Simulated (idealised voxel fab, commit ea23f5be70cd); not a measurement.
Name of the process module below: voxel gate over fins
cross-section cut | 200 nm wide | cells 5 nm
Each cross-section below is a grid of square cells, stated as bands in top-down order, with one or more rows of cells making up each band.
Basically the band line says how high the top is and how high the bottom is, in nm, and then what's in it from left to right, every material with its width in nm. Empty space shows up as "empty", and if a single material carries "full width" it runs the full band edge to edge.
A quick word on heights: they are counted from 0, and under that level the wafer as it came to us is one material throughout. The lowest band is different from the rest in having no bottom; it simply continues downward, written as in "0 and below".
Width: "30->40" (first number = top row, second number = bottom row, same change from row to row of cells).
The designation "no alterations made", where it is given for a processing step, indicates that no cell of the cross-section was altered in the course of that step.
Empty spaces counting at least 8 cells and having no open way to the top are listed in "Closed internal cavities". The notation width x height at distance is used for each, the distance being from the left edge and all three values in nm.
Heads up: the bit after the settings on a step's line is the simulator's remark on that step.
overlay nm: where the mask lay relative to plan, measured to the right, on steps with a mask; negatives go left.

### Process steps (planned)
1,RECEIVE | material Si
2,CONFORMAL_DEP | material SiN | thk nm 10
3,PATTERN | tone cover | mask id FINS | material resist | width nm 15 | pitch nm 60 | thk nm 15 | overlay nm 0
4,DIRECTIONAL_ETCH | etch materials SiN | depth nm 10
5,DIRECTIONAL_ETCH | etch materials Si | depth nm 35
6,STRIP | etch materials resist
7,FILL_DEP | material SiO2 | thk nm 5
8,CMP | height nm 10
9,DIRECTIONAL_DEP | material aC | thk nm 15
10,PATTERN | tone open | mask id RAIL | material resist | width nm 15 | thk nm 30 | overlay nm 0
11,DIRECTIONAL_ETCH | etch materials aC | depth nm 15
12,STRIP | etch materials resist
13,DIRECTIONAL_ETCH | etch materials SiO2 | depth nm 40
14,STRIP | etch materials aC
15,CONFORMAL_DEP | material TiN | thk nm 5
16,FILL_DEP | material W | thk nm 5
17,CMP | height nm 10
18,SELECTIVE_ETCH | etch materials W Ru TiN | depth nm 30
19,FILL_DEP | material SiO2 | thk nm 5
20,CMP | height nm 10
21,SELECTIVE_ETCH | etch materials SiO2 | depth nm 25
22,STRIP | etch materials SiN
23,CONFORMAL_DEP | material HfO2 | thk nm 5
24,CONFORMAL_DEP | material TiN | thk nm 5
25,CONFORMAL_DEP | material TiAl | thk nm 5
26,CONFORMAL_DEP | material TiN | thk nm 5
27,FILL_DEP | material W | thk nm 15
28,CMP | height nm 30
29,CONFORMAL_DEP | material SiCN | thk nm 5

### First wafer, two in total, run as planned

### Cross-section: wafer on arrival = after step 1
* 0 and below | Si full width
* Closed internal cavities: none

### Step 2 done - wafer cross-section
* 10 down to 0 | SiN full width
* Heights below 0 show no change.

### Step 3 done - wafer cross-section
* 25 down to 10 | 60 nm empty | 15 nm resist | 45 nm empty | 15 nm resist | 65 nm empty
* Heights below 10 show no change.

### Step 4 done - wafer cross-section
* 25 down to 10 | 60 nm empty | 15 nm resist | 45 nm empty | 15 nm resist | 65 nm empty
* 10 down to 0 | 60 nm empty | 15 nm SiN | 45 nm empty | 15 nm SiN | 65 nm empty
* Heights below 0 show no change.

### Step 5 done - wafer cross-section
* 25 down to 10 | 60 nm empty | 15 nm resist | 45 nm empty | 15 nm resist | 65 nm empty
* 10 down to 0 | 60 nm empty | 15 nm SiN | 45 nm empty | 15 nm SiN | 65 nm empty
* 0 down to -35 | 60 nm empty | 15 nm Si | 45 nm empty | 15 nm Si | 65 nm empty
* Heights below -35 show no change.

### Step 6 done - wafer cross-section
* 10 down to 0 | 60 nm empty | 15 nm SiN | 45 nm empty | 15 nm SiN | 65 nm empty
* Heights below 0 show no change.

### Step 7 done - wafer cross-section
* 15 down to 10 | SiO2 full width
* 10 down to 0 | 60 nm SiO2 | 15 nm SiN | 45 nm SiO2 | 15 nm SiN | 65 nm SiO2
* 0 down to -35 | 60 nm SiO2 | 15 nm Si | 45 nm SiO2 | 15 nm Si | 65 nm SiO2
* Heights below -35 show no change.

### Step 8 done - wafer cross-section
* 10 down to 0 | 60 nm SiO2 | 15 nm SiN | 45 nm SiO2 | 15 nm SiN | 65 nm SiO2
* Heights below 0 show no change.

### Step 9 done - wafer cross-section
* 25 down to 10 | aC full width
* Heights below 10 show no change.

### Step 10 done - wafer cross-section
* 55 down to 25 | 90 nm resist | 15 nm empty | 95 nm resist
* Heights below 25 show no change.

### Step 11 done - wafer cross-section
* 40 down to 25 | 90 nm resist | 15 nm empty | 95 nm resist
* 25 down to 10 | 90 nm aC | 15 nm empty | 95 nm aC
* Heights below 10 show no change.

### Step 12 done - wafer cross-section
* 25 down to 10 | 90 nm aC | 15 nm empty | 95 nm aC
* Heights below 10 show no change.

### Step 13 done - wafer cross-section
* 25 down to 10 | 90 nm aC | 15 nm empty | 95 nm aC
* 10 down to 0 | 60 nm SiO2 | 15 nm SiN | 15 nm SiO2 | 15 nm empty | 15 nm SiO2 | 15 nm SiN | 65 nm SiO2
* 0 down to -30 | 60 nm SiO2 | 15 nm Si | 15 nm SiO2 | 15 nm empty | 15 nm SiO2 | 15 nm Si | 65 nm SiO2
* Heights below -30 show no change.

### Step 14 done - wafer cross-section
* 10 down to 0 | 60 nm SiO2 | 15 nm SiN | 15 nm SiO2 | 15 nm empty | 15 nm SiO2 | 15 nm SiN | 65 nm SiO2
* Heights below 0 show no change.

### Step 15 done - wafer cross-section
* 15 down to 10 | 95 nm TiN | 5 nm empty | 100 nm TiN
* 10 down to 0 | 60 nm SiO2 | 15 nm SiN | 15 nm SiO2 | 5 nm TiN | 5 nm empty | 5 nm TiN | 15 nm SiO2 | 15 nm SiN | 65 nm SiO2
* 0 down to -25 | 60 nm SiO2 | 15 nm Si | 15 nm SiO2 | 5 nm TiN | 5 nm empty | 5 nm TiN | 15 nm SiO2 | 15 nm Si | 65 nm SiO2
* -25 down to -30 | 60 nm SiO2 | 15 nm Si | 15 nm SiO2 | 15 nm TiN | 15 nm SiO2 | 15 nm Si | 65 nm SiO2
* Heights below -30 show no change.

### Step 16 done - wafer cross-section
* 20 down to 15 | W full width
* 15 down to 10 | 95 nm TiN | 5 nm W | 100 nm TiN
* 10 down to 0 | 60 nm SiO2 | 15 nm SiN | 15 nm SiO2 | 5 nm TiN | 5 nm W | 5 nm TiN | 15 nm SiO2 | 15 nm SiN | 65 nm SiO2
* 0 down to -25 | 60 nm SiO2 | 15 nm Si | 15 nm SiO2 | 5 nm TiN | 5 nm W | 5 nm TiN | 15 nm SiO2 | 15 nm Si | 65 nm SiO2
* Heights below -25 show no change.

### Step 17 done - wafer cross-section
* 10 down to 0 | 60 nm SiO2 | 15 nm SiN | 15 nm SiO2 | 5 nm TiN | 5 nm W | 5 nm TiN | 15 nm SiO2 | 15 nm SiN | 65 nm SiO2
* Heights below 0 show no change.

### Step 18 done - wafer cross-section
* 10 down to 0 | 60 nm SiO2 | 15 nm SiN | 15 nm SiO2 | 15 nm empty | 15 nm SiO2 | 15 nm SiN | 65 nm SiO2
* 0 down to -20 | 60 nm SiO2 | 15 nm Si | 15 nm SiO2 | 15 nm empty | 15 nm SiO2 | 15 nm Si | 65 nm SiO2
* Heights below -20 show no change.

### Step 19 done - wafer cross-section
* 15 down to 10 | SiO2 full width
* 10 down to 0 | 60 nm SiO2 | 15 nm SiN | 45 nm SiO2 | 15 nm SiN | 65 nm SiO2
* 0 down to -20 | 60 nm SiO2 | 15 nm Si | 45 nm SiO2 | 15 nm Si | 65 nm SiO2
* Heights below -20 show no change.

### Step 20 done - wafer cross-section
* 10 down to 0 | 60 nm SiO2 | 15 nm SiN | 45 nm SiO2 | 15 nm SiN | 65 nm SiO2
* Heights below 0 show no change.

### Step 21 done - wafer cross-section
* 10 down to 0 | 60 nm empty | 15 nm SiN | 45 nm empty | 15 nm SiN | 65 nm empty
* 0 down to -15 | 60 nm empty | 15 nm Si | 45 nm empty | 15 nm Si | 65 nm empty
* Heights below -15 show no change.

### Step 22 done - wafer cross-section
* 0 down to -15 | 60 nm empty | 15 nm Si | 45 nm empty | 15 nm Si | 65 nm empty
* Heights below -15 show no change.

### Step 23 done - wafer cross-section
* 5 down to 0 | 55 nm empty | 25 nm HfO2 | 35 nm empty | 25 nm HfO2 | 60 nm empty
* 0 down to -10 | 55 nm empty | 5 nm HfO2 | 15 nm Si | 5 nm HfO2 | 35 nm empty | 5 nm HfO2 | 15 nm Si | 5 nm HfO2 | 60 nm empty
* -10 down to -15 | 60 nm HfO2 | 15 nm Si | 45 nm HfO2 | 15 nm Si | 65 nm HfO2
* Heights below -15 show no change.

### Step 24 done - wafer cross-section
* 10 down to 5 | 50 nm empty | 35 nm TiN | 25 nm empty | 35 nm TiN | 55 nm empty
* 5 down to 0 | 50 nm empty | 5 nm TiN | 25 nm HfO2 | 5 nm TiN | 25 nm empty | 5 nm TiN | 25 nm HfO2 | 5 nm TiN | 55 nm empty
* 0 down to -5 | 50 nm empty | 5 nm TiN | 5 nm HfO2 | 15 nm Si | 5 nm HfO2 | 5 nm TiN | 25 nm empty | 5 nm TiN | 5 nm HfO2 | 15 nm Si | 5 nm HfO2 | 5 nm TiN | 55 nm empty
* -5 down to -10 | 55 nm TiN | 5 nm HfO2 | 15 nm Si | 5 nm HfO2 | 35 nm TiN | 5 nm HfO2 | 15 nm Si | 5 nm HfO2 | 60 nm TiN
* Heights below -10 show no change.

### Step 25 done - wafer cross-section
* 15 down to 10 | 45 nm empty | 45 nm TiAl | 15 nm empty | 45 nm TiAl | 50 nm empty
* 10 down to 5 | 45 nm empty | 5 nm TiAl | 35 nm TiN | 5 nm TiAl | 15 nm empty | 5 nm TiAl | 35 nm TiN | 5 nm TiAl | 50 nm empty
* 5 down to 0 | 45 nm empty | 5 nm TiAl | 5 nm TiN | 25 nm HfO2 | 5 nm TiN | 5 nm TiAl | 15 nm empty | 5 nm TiAl | 5 nm TiN | 25 nm HfO2 | 5 nm TiN | 5 nm TiAl | 50 nm empty
* 0 down to -5 | 50 nm TiAl | 5 nm TiN | 5 nm HfO2 | 15 nm Si | 5 nm HfO2 | 5 nm TiN | 25 nm TiAl | 5 nm TiN | 5 nm HfO2 | 15 nm Si | 5 nm HfO2 | 5 nm TiN | 55 nm TiAl
* Heights below -5 show no change.

### Step 26 done - wafer cross-section
* 20 down to 15 | 40 nm empty | 55 nm TiN | 5 nm empty | 55 nm TiN | 45 nm empty
* 15 down to 10 | 40 nm empty | 5 nm TiN | 45 nm TiAl | 5 nm TiN | 5 nm empty | 5 nm TiN | 45 nm TiAl | 5 nm TiN | 45 nm empty
* 10 down to 5 | 40 nm empty | 5 nm TiN | 5 nm TiAl | 35 nm TiN | 5 nm TiAl | 5 nm TiN | 5 nm empty | 5 nm TiN | 5 nm TiAl | 35 nm TiN | 5 nm TiAl | 5 nm TiN | 45 nm empty
* 5 down to 0 | 45 nm TiN | 5 nm TiAl | 5 nm TiN | 25 nm HfO2 | 5 nm TiN | 5 nm TiAl | 15 nm TiN | 5 nm TiAl | 5 nm TiN | 25 nm HfO2 | 5 nm TiN | 5 nm TiAl | 50 nm TiN
* Heights below 0 show no change.

### Step 27 done - wafer cross-section
* 35 down to 20 | W full width
* 20 down to 15 | 40 nm W | 55 nm TiN | 5 nm W | 55 nm TiN | 45 nm W
* 15 down to 10 | 40 nm W | 5 nm TiN | 45 nm TiAl | 5 nm TiN | 5 nm W | 5 nm TiN | 45 nm TiAl | 5 nm TiN | 45 nm W
* 10 down to 5 | 40 nm W | 5 nm TiN | 5 nm TiAl | 35 nm TiN | 5 nm TiAl | 5 nm TiN | 5 nm W | 5 nm TiN | 5 nm TiAl | 35 nm TiN | 5 nm TiAl | 5 nm TiN | 45 nm W
* Heights below 5 show no change.

### Step 28 done - wafer cross-section
* 30 down to 20 | W full width
* Heights below 20 show no change.

### Step 29 done - wafer cross-section
* 35 down to 30 | SiCN full width
* Heights below 30 show no change.

### The Second Wafer: Common Origin and Plan, One Mistake in Execution, Identical to the First Through Step 26

### Second wafer, sectioned view, at step 27's planned end time
* 35 down to 20 | TiAl full width
* 20 down to 15 | 40 nm TiAl | 55 nm TiN | 5 nm TiAl | 55 nm TiN | 45 nm TiAl
* 15 down to 10 | 40 nm TiAl | 5 nm TiN | 45 nm TiAl | 5 nm TiN | 5 nm TiAl | 5 nm TiN | 45 nm TiAl | 5 nm TiN | 45 nm TiAl
* 10 down to 5 | 40 nm TiAl | 5 nm TiN | 5 nm TiAl | 35 nm TiN | 5 nm TiAl | 5 nm TiN | 5 nm TiAl | 5 nm TiN | 5 nm TiAl | 35 nm TiN | 5 nm TiAl | 5 nm TiN | 45 nm TiAl
* Heights below 5 show no change.

### Second wafer, sectioned view, at step 28's planned end time
* 30 down to 20 | TiAl full width
* Heights below 20 show no change.

### Second wafer, sectioned view, at step 29's planned end time
* 35 down to 30 | SiCN full width
* Heights below 30 show no change.
Want to know what went wrong? it should be noted that step 27 was executed with settings other than those planned, the operation and settings actually applied being FILL_DEP | material TiAl | thk nm 15
Count the cells at the end and the second wafer has more or fewer of some materials than the first: 134 more of TiAl; 134 fewer of W
